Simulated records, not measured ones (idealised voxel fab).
Process module, titled voxel air gaps
cross-section cut | 270 nm wide | cells 5 nm
Think of the cross-section as a grid of square cells. We describe it in bands, top to bottom, and each band covers one or more rows of those cells. Read a band's entry like this: the first values are the height of its top and the height of its bottom in nm, and what follows is the sequence of materials from left to right, each with its width in nm. Note that "blank" is empty space, and that a single material marked "full width" reaches across the band from edge to edge. Beneath 0, the wafer as received is one material, and that level is where height counting begins. The lowest band goes on downward without a bottom; it is written like "top 0, no bottom". A width such as "30 to 40" changes by the same amount from each row of cells to the next, from the band's top row to its bottom row. For the purposes of this document, the phrase "no modifications" attached to a step denotes that no cell within the cross-section was modified by that step. "Entrapped voids" enumerates empty spaces isolated from the top, with no open way to it, that contain at least 8 cells, giving each as width x height at distance from the left edge, all three in nm. Where a step's line continues beyond its settings, the continuation is a remark by the simulator itself on that step. On any step carrying a mask, the "overlay nm" setting, if present on the step's line, tells how far right of its planned place the mask lay; negative values point to the left.
Process steps (planned):
- 1: op RECEIVE | material Si
- 2: op CONFORMAL_DEP | material SiO2 | thk nm 15
- 3: op CONFORMAL_DEP | material SiCN | thk nm 5
- 4: op DIRECTIONAL_DEP | material SiO2 | thk nm 30
- 5: op PATTERN | tone open | mask id LINES | material resist | width nm 25 | pitch nm 50 | thk nm 20 | overlay nm 0
- 6: op DIRECTIONAL_ETCH | etch materials SiO2 | depth nm 30
- 7: op STRIP | etch materials resist
- 8: op CONFORMAL_DEP | material TiN | thk nm 5
- 9: op FILL_DEP | material Ru | thk nm 10
- 10: op CMP | height nm 50
- 11: op EPI | material Ru | thk nm 10
- 12: op SELECTIVE_ETCH | etch materials SiO2 | depth nm 40
- 13: op CONFORMAL_DEP | material SiCN | thk nm 5
Concerning the first of two wafers, which was run in accordance with the plan:
Shown in cross-section is the wafer as received, that is, as it stands after step 1:
    top 0, no bottom  Si full width
    Entrapped voids: none
Take a look at the wafer's cross-section after step 2:
    top 15, bottom 0  SiO2 full width
    Beneath the level 0, the cross-section is identical to its previous state.
Take a look at the wafer's cross-section after step 3:
    top 20, bottom 15  SiCN full width
    Beneath the level 15, the cross-section is identical to its previous state.
Take a look at the wafer's cross-section after step 4:
    top 50, bottom 20  SiO2 full width
    Beneath the level 20, the cross-section is identical to its previous state.
Take a look at the wafer's cross-section after step 5:
    top 70, bottom 50  45 resist / 25 blank / 25 resist / 25 blank / 25 resist / 25 blank / 25 resist / 25 blank / 50 resist
    Beneath the level 50, the cross-section is identical to its previous state.
Take a look at the wafer's cross-section after step 6:
    top 70, bottom 50  45 resist / 25 blank / 25 resist / 25 blank / 25 resist / 25 blank / 25 resist / 25 blank / 50 resist
    top 50, bottom 20  45 SiO2 / 25 blank / 25 SiO2 / 25 blank / 25 SiO2 / 25 blank / 25 SiO2 / 25 blank / 50 SiO2
    Beneath the level 20, the cross-section is identical to its previous state.
Take a look at the wafer's cross-section after step 7:
    top 50, bottom 20  45 SiO2 / 25 blank / 25 SiO2 / 25 blank / 25 SiO2 / 25 blank / 25 SiO2 / 25 blank / 50 SiO2
    Beneath the level 20, the cross-section is identical to its previous state.
Take a look at the wafer's cross-section after step 8:
    top 55, bottom 50  50 TiN / 15 blank / 35 TiN / 15 blank / 35 TiN / 15 blank / 35 TiN / 15 blank / 55 TiN
    top 50, bottom 25  45 SiO2 / 5 TiN / 15 blank / 5 TiN / 25 SiO2 / 5 TiN / 15 blank / 5 TiN / 25 SiO2 / 5 TiN / 15 blank / 5 TiN / 25 SiO2 / 5 TiN / 15 blank / 5 TiN / 50 SiO2
    top 25, bottom 20  45 SiO2 / 25 TiN / 25 SiO2 / 25 TiN / 25 SiO2 / 25 TiN / 25 SiO2 / 25 TiN / 50 SiO2
    Beneath the level 20, the cross-section is identical to its previous state.
Take a look at the wafer's cross-section after step 9:
    top 65, bottom 55  Ru full width
    top 55, bottom 50  50 TiN / 15 Ru / 35 TiN / 15 Ru / 35 TiN / 15 Ru / 35 TiN / 15 Ru / 55 TiN
    top 50, bottom 25  45 SiO2 / 5 TiN / 15 Ru / 5 TiN / 25 SiO2 / 5 TiN / 15 Ru / 5 TiN / 25 SiO2 / 5 TiN / 15 Ru / 5 TiN / 25 SiO2 / 5 TiN / 15 Ru / 5 TiN / 50 SiO2
    Beneath the level 25, the cross-section is identical to its previous state.
Take a look at the wafer's cross-section after step 10:
    top 50, bottom 25  45 SiO2 / 5 TiN / 15 Ru / 5 TiN / 25 SiO2 / 5 TiN / 15 Ru / 5 TiN / 25 SiO2 / 5 TiN / 15 Ru / 5 TiN / 25 SiO2 / 5 TiN / 15 Ru / 5 TiN / 50 SiO2
    Beneath the level 25, the cross-section is identical to its previous state.
Take a look at the wafer's cross-section after step 11:
    top 60, bottom 50  35 blank / 45 Ru / 5 blank / 45 Ru / 5 blank / 45 Ru / 5 blank / 45 Ru / 40 blank
    Beneath the level 50, the cross-section is identical to its previous state.
Take a look at the wafer's cross-section after step 12:
    top 60, bottom 50  35 blank / 45 Ru / 5 blank / 45 Ru / 5 blank / 45 Ru / 5 blank / 45 Ru / 40 blank
    top 50, bottom 25  45 blank / 5 TiN / 15 Ru / 5 TiN / 25 blank / 5 TiN / 15 Ru / 5 TiN / 25 blank / 5 TiN / 15 Ru / 5 TiN / 25 blank / 5 TiN / 15 Ru / 5 TiN / 50 blank
    top 25, bottom 20  45 blank / 25 TiN / 25 blank / 25 TiN / 25 blank / 25 TiN / 25 blank / 25 TiN / 50 blank
    Beneath the level 20, the cross-section is identical to its previous state.
Take a look at the wafer's cross-section after step 13:
    top 65, bottom 60  30 blank / 205 SiCN / 35 blank
    top 60, bottom 50  30 blank / 5 SiCN / 45 Ru / 5 SiCN / 45 Ru / 5 SiCN / 45 Ru / 5 SiCN / 45 Ru / 5 SiCN / 35 blank
    top 50, bottom 45  30 blank / 15 SiCN / 5 TiN / 15 Ru / 5 TiN / 25 SiCN / 5 TiN / 15 Ru / 5 TiN / 25 SiCN / 5 TiN / 15 Ru / 5 TiN / 25 SiCN / 5 TiN / 15 Ru / 5 TiN / 15 SiCN / 35 blank
    top 45, bottom 25  40 blank / 5 SiCN / 5 TiN / 15 Ru / 5 TiN / 5 SiCN / 15 blank / 5 SiCN / 5 TiN / 15 Ru / 5 TiN / 5 SiCN / 15 blank / 5 SiCN / 5 TiN / 15 Ru / 5 TiN / 5 SiCN / 15 blank / 5 SiCN / 5 TiN / 15 Ru / 5 TiN / 5 SiCN / 45 blank
    top 25, bottom 20  45 SiCN / 25 TiN / 25 SiCN / 25 TiN / 25 SiCN / 25 TiN / 25 SiCN / 25 TiN / 50 SiCN
    Beneath the level 20, the cross-section is identical to its previous state.
    Entrapped voids: 15 x 20 at 75; 15 x 20 at 125; 15 x 20 at 175
Now the other wafer: same start, same recipe, but we messed up one thing when running it. Up to and including step 9 it's the same as the first one:
Look at the second wafer in cross-section at the time step 10 ought to have finished:
    top 40, bottom 25  45 SiO2 / 5 TiN / 15 Ru / 5 TiN / 25 SiO2 / 5 TiN / 15 Ru / 5 TiN / 25 SiO2 / 5 TiN / 15 Ru / 5 TiN / 25 SiO2 / 5 TiN / 15 Ru / 5 TiN / 50 SiO2
    Beneath the level 25, the cross-section is identical to its previous state.
Look at the second wafer in cross-section at the time step 11 ought to have finished:
    top 50, bottom 40  35 blank / 45 Ru / 5 blank / 45 Ru / 5 blank / 45 Ru / 5 blank / 45 Ru / 40 blank
    Beneath the level 40, the cross-section is identical to its previous state.
Look at the second wafer in cross-section at the time step 12 ought to have finished:
    top 50, bottom 40  35 blank / 45 Ru / 5 blank / 45 Ru / 5 blank / 45 Ru / 5 blank / 45 Ru / 40 blank
    top 40, bottom 25  45 blank / 5 TiN / 15 Ru / 5 TiN / 25 blank / 5 TiN / 15 Ru / 5 TiN / 25 blank / 5 TiN / 15 Ru / 5 TiN / 25 blank / 5 TiN / 15 Ru / 5 TiN / 50 blank
    top 25, bottom 20  45 blank / 25 TiN / 25 blank / 25 TiN / 25 blank / 25 TiN / 25 blank / 25 TiN / 50 blank
    Beneath the level 20, the cross-section is identical to its previous state.
Look at the second wafer in cross-section at the time step 13 ought to have finished:
    top 55, bottom 50  30 blank / 205 SiCN / 35 blank
    top 50, bottom 40  30 blank / 5 SiCN / 45 Ru / 5 SiCN / 45 Ru / 5 SiCN / 45 Ru / 5 SiCN / 45 Ru / 5 SiCN / 35 blank
    top 40, bottom 35  30 blank / 15 SiCN / 5 TiN / 15 Ru / 5 TiN / 25 SiCN / 5 TiN / 15 Ru / 5 TiN / 25 SiCN / 5 TiN / 15 Ru / 5 TiN / 25 SiCN / 5 TiN / 15 Ru / 5 TiN / 15 SiCN / 35 blank
    top 35, bottom 25  40 blank / 5 SiCN / 5 TiN / 15 Ru / 5 TiN / 5 SiCN / 15 blank / 5 SiCN / 5 TiN / 15 Ru / 5 TiN / 5 SiCN / 15 blank / 5 SiCN / 5 TiN / 15 Ru / 5 TiN / 5 SiCN / 15 blank / 5 SiCN / 5 TiN / 15 Ru / 5 TiN / 5 SiCN / 45 blank
    top 25, bottom 20  45 SiCN / 25 TiN / 25 SiCN / 25 TiN / 25 SiCN / 25 TiN / 25 SiCN / 25 TiN / 50 SiCN
    Beneath the level 20, the cross-section is identical to its previous state.
Misprocessing identified: the process deviated at step 10: the operation and settings actually run there were op CMP | height nm 40
End of process, cell counts, second wafer against first, materials with more or fewer: 24 fewer of Ru | 16 fewer of SiCN | 16 fewer of TiN
closed voids at the end (first wafer, second wafer): 3, 0
